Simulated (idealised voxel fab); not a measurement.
Presented below is a process module, voxel self aligned contacts.
It is cross-section cut that appears here, measuring 240 nm in width, its square cells being 5 nm in size.
The cross-sections in this document take the form of a grid made of square cells. They are written out as bands, in order from top to bottom. Each band consists of one or more rows of cells. Band entry format. Leading values: height of top, height of bottom, nm. Remainder: materials in left-to-right order, each with its width in nm. Special words: "full width" on a single material, which then fills the band edge to edge; "empty", empty space. Height reference: 0 = level under which incoming wafer is all one material. Lowest band: no bottom, runs on downward, e.g. "from 0 down". Read "30..40" as a graded width: first number on top, second number at the bottom, same change between each pair of neighbouring rows. Given "nothing got changed" for a step, no cell of the cross-section differs between before and after that step. The label "Cavities, sealed" introduces a list of the empty spaces, 8 cells or larger, that have no open way up to the top; each entry in it reads width x height at distance, where the distance is taken from the left edge and all three are stated in nm. after a step's settings: what the simulator itself notes on the step. A step line may carry the setting "overlay nm", which, for steps involving a mask, states the distance by which the mask lay to the right of its intended position; negative values denote displacement to the left.

List of planned process steps:
- 1: RECEIVE [material Si]
- 2: OXIDIZE [depth nm 5]
- 3: DIRECTIONAL_DEP [material polySi] [thk nm 30]
- 4: DIRECTIONAL_DEP [material SiN] [thk nm 15]
- 5: MASKED_ETCH [tone cover] [mask id GATE] [width nm 30] [pitch nm 60] [etch materials SiN] [depth nm 15] [overlay nm 0]
- 6: MASKED_ETCH [tone cover] [mask id GATE] [width nm 30] [pitch nm 60] [etch materials polySi] [depth nm 30] [overlay nm 0]
- 7: CONFORMAL_DEP [material SiN] [thk nm 5]
- 8: DIRECTIONAL_ETCH [etch materials SiN] [depth nm 5]
- 9: FILL_DEP [material SiO2] [thk nm 20]
- 10: CMP [height nm 55]
- 11: DIRECTIONAL_DEP [material aC] [thk nm 15]
- 12: PATTERN [tone open] [mask id CONTACT] [material resist] [width nm 40] [thk nm 30] [overlay nm 0]
- 13: DIRECTIONAL_ETCH [etch materials aC] [depth nm 15]
- 14: STRIP [etch materials resist]
- 15: DIRECTIONAL_ETCH [etch materials SiO2] [depth nm 60]
- 16: STRIP [etch materials aC]
- 17: CONFORMAL_DEP [material TiN] [thk nm 5]
- 18: FILL_DEP [material Ru] [thk nm 5]
- 19: CMP [height nm 55]
- 20: CONFORMAL_DEP [material SiCN] [thk nm 5]
Every wafer here starts from the same state; it is the step 20 thk nm that distinguishes them, and the value the plan gives belongs to the first wafer.

First of several wafers, received after step 1, in cross-section:
  from 0 down  Si full width
  Cavities, sealed: none

Once step 20, the last step, is complete, the module is at its end; this is the cross-section of the first of several wafers:
  from 60 to 55  SiCN full width
  from 55 to 45  SiO2 100 nm, then TiN 5..15 nm, then Ru 30..10 nm, then TiN 5..15 nm, then SiO2 100 nm
  from 45 to 30  SiO2 70 nm, then SiN 40 nm, then TiN 5 nm, then Ru 10 nm, then TiN 5 nm, then SiN 40 nm, then SiO2 70 nm
  from 30 to 0  SiO2 70 nm, then SiN 5 nm, then polySi 30 nm, then SiN 5 nm, then TiN 5 nm, then Ru 10 nm, then TiN 5 nm, then SiN 5 nm, then polySi 30 nm, then SiN 5 nm, then SiO2 70 nm
  from 0 to -5  SiO2 110 nm, then TiN 20 nm, then SiO2 110 nm
  from -5 down  Si full width
  Cavities, sealed: none

Last wafer x-sec, end of module:
  from 75 to 55  SiCN full width
  from 55 to 45  SiO2 100 nm, then TiN 5..15 nm, then Ru 30..10 nm, then TiN 5..15 nm, then SiO2 100 nm
  from 45 to 30  SiO2 70 nm, then SiN 40 nm, then TiN 5 nm, then Ru 10 nm, then TiN 5 nm, then SiN 40 nm, then SiO2 70 nm
  from 30 to 0  SiO2 70 nm, then SiN 5 nm, then polySi 30 nm, then SiN 5 nm, then TiN 5 nm, then Ru 10 nm, then TiN 5 nm, then SiN 5 nm, then polySi 30 nm, then SiN 5 nm, then SiO2 70 nm
  from 0 to -5  SiO2 110 nm, then TiN 20 nm, then SiO2 110 nm
  from -5 down  Si full width
  Cavities, sealed: none

Below: a row per wafer. Contents at end of module: for every material, cells gained since receipt (+) or lost since receipt (-); then closed voids:
thk nm 5; +26 Ru; -48 Si; +48 SiCN; +72 SiN; +376 SiO2; +30 TiN; +72 polySi; Cavities, sealed: none
thk nm 10; +26 Ru; -48 Si; +96 SiCN; +72 SiN; +376 SiO2; +30 TiN; +72 polySi; Cavities, sealed: none
thk nm 15; +26 Ru; -48 Si; +144 SiCN; +72 SiN; +376 SiO2; +30 TiN; +72 polySi; Cavities, sealed: none
thk nm 20; +26 Ru; -48 Si; +192 SiCN; +72 SiN; +376 SiO2; +30 TiN; +72 polySi; Cavities, sealed: none
